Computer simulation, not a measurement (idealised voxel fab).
process module | voxel wiring stack
cross-section cut | 235 nm wide | cells 5 nm
A cross-section is a grid of square cells, given in bands from the top down. A band is one or more rows of cells.
Each band's line starts with the height of the band's top and of its bottom, in nm. Then come its materials from left to right, each with its width in nm. One material with "throughout" fills the band from edge to edge. "air" is empty space.
Height 0 is the level under which the wafer as received is all one material. The lowest band goes on downwards, as in "0 down".
A width such as "30 to 40" changes by the same amount from each row of cells to the next, from the band's top row to its bottom row.
"no change" after a step means that no cell of the cross-section changed.
closed voids: empty space of 8 cells or more with no open way to the top, each as width x height at its distance from the left edge, in nm
after a step's settings: what the simulator itself notes on the step
overlay nm, on a step with a mask: how far to the right of its planned place the mask lay; to the left if negative
plan
1 op RECEIVE | material Si
2 op CONFORMAL_DEP | material SiO2 | thk nm 10
3 op CONFORMAL_DEP | material SiCN | thk nm 5
4 op DIRECTIONAL_DEP | material lowk | thk nm 20
5 op DIRECTIONAL_DEP | material aC | thk nm 10
6 op PATTERN | tone open | mask id METAL_1 | material resist | width nm 20 | pitch nm 40 | thk nm 30 | overlay nm 0
7 op DIRECTIONAL_ETCH | etch materials aC | depth nm 10
8 op STRIP | etch materials resist
9 op DIRECTIONAL_ETCH | etch materials lowk | depth nm 20
10 op DIRECTIONAL_ETCH | etch materials SiCN | depth nm 5
11 op STRIP | etch materials aC
12 op CONFORMAL_DEP | material TiN | thk nm 5
13 op FILL_DEP | material Cu | thk nm 5
14 op CMP | height nm 35
15 op CONFORMAL_DEP | material SiCN | thk nm 5
16 op DIRECTIONAL_DEP | material lowk | thk nm 30
17 op MASKED_ETCH | tone open | mask id METAL_2_HOLES | width nm 15 | pitch nm 40 | etch materials lowk | depth nm 30 | overlay nm 0
18 op MASKED_ETCH | tone open | mask id METAL_2 | width nm 20 | pitch nm 40 | etch materials lowk | depth nm 20 | overlay nm 0
19 op MASKED_ETCH | tone open | mask id METAL_2 | width nm 20 | pitch nm 40 | etch materials SiCN | depth nm 5 | overlay nm 0
20 op CONFORMAL_DEP | material TiN | thk nm 5
21 op FILL_DEP | material Ru | thk nm 10
22 op CMP | height nm 70
23 op CONFORMAL_DEP | material SiCN | thk nm 5
first wafer, as planned
as received, after step 1
  0 down: Si throughout
  closed voids: none
after step 2
  10 to 0: SiO2 throughout
  below 0: unchanged
after step 3
  15 to 10: SiCN throughout
  below 10: unchanged
after step 4
  35 to 15: lowk throughout
  below 15: unchanged
after step 5
  45 to 35: aC throughout
  below 35: unchanged
after step 6
  75 to 45: resist 85 | air 20 | resist 20 | air 20 | resist 90
  below 45: unchanged
after step 7
  65 to 45: resist 85 | air 20 | resist 20 | air 20 | resist 90
  45 to 35: aC 85 | air 20 | aC 20 | air 20 | aC 90
  below 35: unchanged
after step 8
  45 to 35: aC 85 | air 20 | aC 20 | air 20 | aC 90
  below 35: unchanged
after step 9
  45 to 35: aC 85 | air 20 | aC 20 | air 20 | aC 90
  35 to 15: lowk 85 | air 20 | lowk 20 | air 20 | lowk 90
  below 15: unchanged
after step 10
  45 to 35: aC 85 | air 20 | aC 20 | air 20 | aC 90
  35 to 15: lowk 85 | air 20 | lowk 20 | air 20 | lowk 90
  15 to 10: SiCN 85 | air 20 | SiCN 20 | air 20 | SiCN 90
  below 10: unchanged
after step 11
  35 to 15: lowk 85 | air 20 | lowk 20 | air 20 | lowk 90
  below 15: unchanged
after step 12
  40 to 35: TiN 90 | air 10 | TiN 30 | air 10 | TiN 95
  35 to 15: lowk 85 | TiN 5 | air 10 | TiN 5 | lowk 20 | TiN 5 | air 10 | TiN 5 | lowk 90
  15 to 10: SiCN 85 | TiN 20 | SiCN 20 | TiN 20 | SiCN 90
  below 10: unchanged
after step 13
  45 to 40: Cu throughout
  40 to 35: TiN 90 | Cu 10 | TiN 30 | Cu 10 | TiN 95
  35 to 15: lowk 85 | TiN 5 | Cu 10 | TiN 5 | lowk 20 | TiN 5 | Cu 10 | TiN 5 | lowk 90
  below 15: unchanged
after step 14
  35 to 15: lowk 85 | TiN 5 | Cu 10 | TiN 5 | lowk 20 | TiN 5 | Cu 10 | TiN 5 | lowk 90
  below 15: unchanged
after step 15
  40 to 35: SiCN throughout
  below 35: unchanged
after step 16
  70 to 40: lowk throughout
  below 40: unchanged
after step 17
  70 to 40: lowk 85 | air 15 | lowk 25 | air 15 | lowk 95
  below 40: unchanged
after step 18
  70 to 50: lowk 85 | air 20 | lowk 20 | air 20 | lowk 90
  below 50: unchanged
after step 19
  70 to 50: lowk 85 | air 20 | lowk 20 | air 20 | lowk 90
  50 to 40: lowk 85 | air 15 | lowk 25 | air 15 | lowk 95
  40 to 35: SiCN 85 | air 15 | SiCN 25 | air 15 | SiCN 95
  below 35: unchanged
after step 20
  75 to 70: TiN 90 | air 10 | TiN 30 | air 10 | TiN 95
  70 to 55: lowk 85 | TiN 5 | air 10 | TiN 5 | lowk 20 | TiN 5 | air 10 | TiN 5 | lowk 90
  55 to 50: lowk 85 | TiN 5 | air 5 | TiN 10 | lowk 20 | TiN 5 | air 5 | TiN 10 | lowk 90
  50 to 40: lowk 85 | TiN 5 | air 5 | TiN 5 | lowk 25 | TiN 5 | air 5 | TiN 5 | lowk 95
  40 to 35: SiCN 85 | TiN 15 | SiCN 25 | TiN 15 | SiCN 95
  below 35: unchanged
after step 21
  85 to 75: Ru throughout
  75 to 70: TiN 90 | Ru 10 | TiN 30 | Ru 10 | TiN 95
  70 to 55: lowk 85 | TiN 5 | Ru 10 | TiN 5 | lowk 20 | TiN 5 | Ru 10 | TiN 5 | lowk 90
  55 to 50: lowk 85 | TiN 5 | Ru 5 | TiN 10 | lowk 20 | TiN 5 | Ru 5 | TiN 10 | lowk 90
  50 to 40: lowk 85 | TiN 5 | Ru 5 | TiN 5 | lowk 25 | TiN 5 | Ru 5 | TiN 5 | lowk 95
  below 40: unchanged
after step 22
  70 to 55: lowk 85 | TiN 5 | Ru 10 | TiN 5 | lowk 20 | TiN 5 | Ru 10 | TiN 5 | lowk 90
  below 55: unchanged
after step 23
  75 to 70: SiCN throughout
  below 70: unchanged
second wafer: like start, like plan, one mistake. Through step 2 it matches the first wafer
when step 3 should have ended
  15 to 10: Cu throughout
  below 10: unchanged
when step 4 should have ended
  35 to 15: lowk throughout
  below 15: unchanged
when step 5 should have ended
  45 to 35: aC throughout
  below 35: unchanged
when step 6 should have ended
  75 to 45: resist 85 | air 20 | resist 20 | air 20 | resist 90
  below 45: unchanged
when step 7 should have ended
  65 to 45: resist 85 | air 20 | resist 20 | air 20 | resist 90
  45 to 35: aC 85 | air 20 | aC 20 | air 20 | aC 90
  below 35: unchanged
when step 8 should have ended
  45 to 35: aC 85 | air 20 | aC 20 | air 20 | aC 90
  below 35: unchanged
when step 9 should have ended
  45 to 35: aC 85 | air 20 | aC 20 | air 20 | aC 90
  35 to 15: lowk 85 | air 20 | lowk 20 | air 20 | lowk 90
  below 15: unchanged
when step 10 should have ended: no change
when step 11 should have ended
  35 to 15: lowk 85 | air 20 | lowk 20 | air 20 | lowk 90
  below 15: unchanged
when step 12 should have ended
  40 to 35: TiN 90 | air 10 | TiN 30 | air 10 | TiN 95
  35 to 20: lowk 85 | TiN 5 | air 10 | TiN 5 | lowk 20 | TiN 5 | air 10 | TiN 5 | lowk 90
  20 to 15: lowk 85 | TiN 20 | lowk 20 | TiN 20 | lowk 90
  below 15: unchanged
when step 13 should have ended
  45 to 40: Cu throughout
  40 to 35: TiN 90 | Cu 10 | TiN 30 | Cu 10 | TiN 95
  35 to 20: lowk 85 | TiN 5 | Cu 10 | TiN 5 | lowk 20 | TiN 5 | Cu 10 | TiN 5 | lowk 90
  below 20: unchanged
when step 14 should have ended
  35 to 20: lowk 85 | TiN 5 | Cu 10 | TiN 5 | lowk 20 | TiN 5 | Cu 10 | TiN 5 | lowk 90
  below 20: unchanged
when step 15 should have ended
  40 to 35: SiCN throughout
  below 35: unchanged
when step 16 should have ended
  70 to 40: lowk throughout
  below 40: unchanged
when step 17 should have ended
  70 to 40: lowk 85 | air 15 | lowk 25 | air 15 | lowk 95
  below 40: unchanged
when step 18 should have ended
  70 to 50: lowk 85 | air 20 | lowk 20 | air 20 | lowk 90
  below 50: unchanged
when step 19 should have ended
  70 to 50: lowk 85 | air 20 | lowk 20 | air 20 | lowk 90
  50 to 40: lowk 85 | air 15 | lowk 25 | air 15 | lowk 95
  40 to 35: SiCN 85 | air 15 | SiCN 25 | air 15 | SiCN 95
  below 35: unchanged
when step 20 should have ended
  75 to 70: TiN 90 | air 10 | TiN 30 | air 10 | TiN 95
  70 to 55: lowk 85 | TiN 5 | air 10 | TiN 5 | lowk 20 | TiN 5 | air 10 | TiN 5 | lowk 90
  55 to 50: lowk 85 | TiN 5 | air 5 | TiN 10 | lowk 20 | TiN 5 | air 5 | TiN 10 | lowk 90
  50 to 40: lowk 85 | TiN 5 | air 5 | TiN 5 | lowk 25 | TiN 5 | air 5 | TiN 5 | lowk 95
  40 to 35: SiCN 85 | TiN 15 | SiCN 25 | TiN 15 | SiCN 95
  below 35: unchanged
when step 21 should have ended
  85 to 75: Ru throughout
  75 to 70: TiN 90 | Ru 10 | TiN 30 | Ru 10 | TiN 95
  70 to 55: lowk 85 | TiN 5 | Ru 10 | TiN 5 | lowk 20 | TiN 5 | Ru 10 | TiN 5 | lowk 90
  55 to 50: lowk 85 | TiN 5 | Ru 5 | TiN 10 | lowk 20 | TiN 5 | Ru 5 | TiN 10 | lowk 90
  50 to 40: lowk 85 | TiN 5 | Ru 5 | TiN 5 | lowk 25 | TiN 5 | Ru 5 | TiN 5 | lowk 95
  below 40: unchanged
when step 22 should have ended
  70 to 55: lowk 85 | TiN 5 | Ru 10 | TiN 5 | lowk 20 | TiN 5 | Ru 10 | TiN 5 | lowk 90
  below 55: unchanged
when step 23 should have ended
  75 to 70: SiCN throughout
  below 70: unchanged
what went wrong: step 3 ran as: op CONFORMAL_DEP | material Cu | thk nm 5
at the end the second wafer has, in cells: 43 more of Cu | 39 fewer of SiCN | 4 fewer of TiN
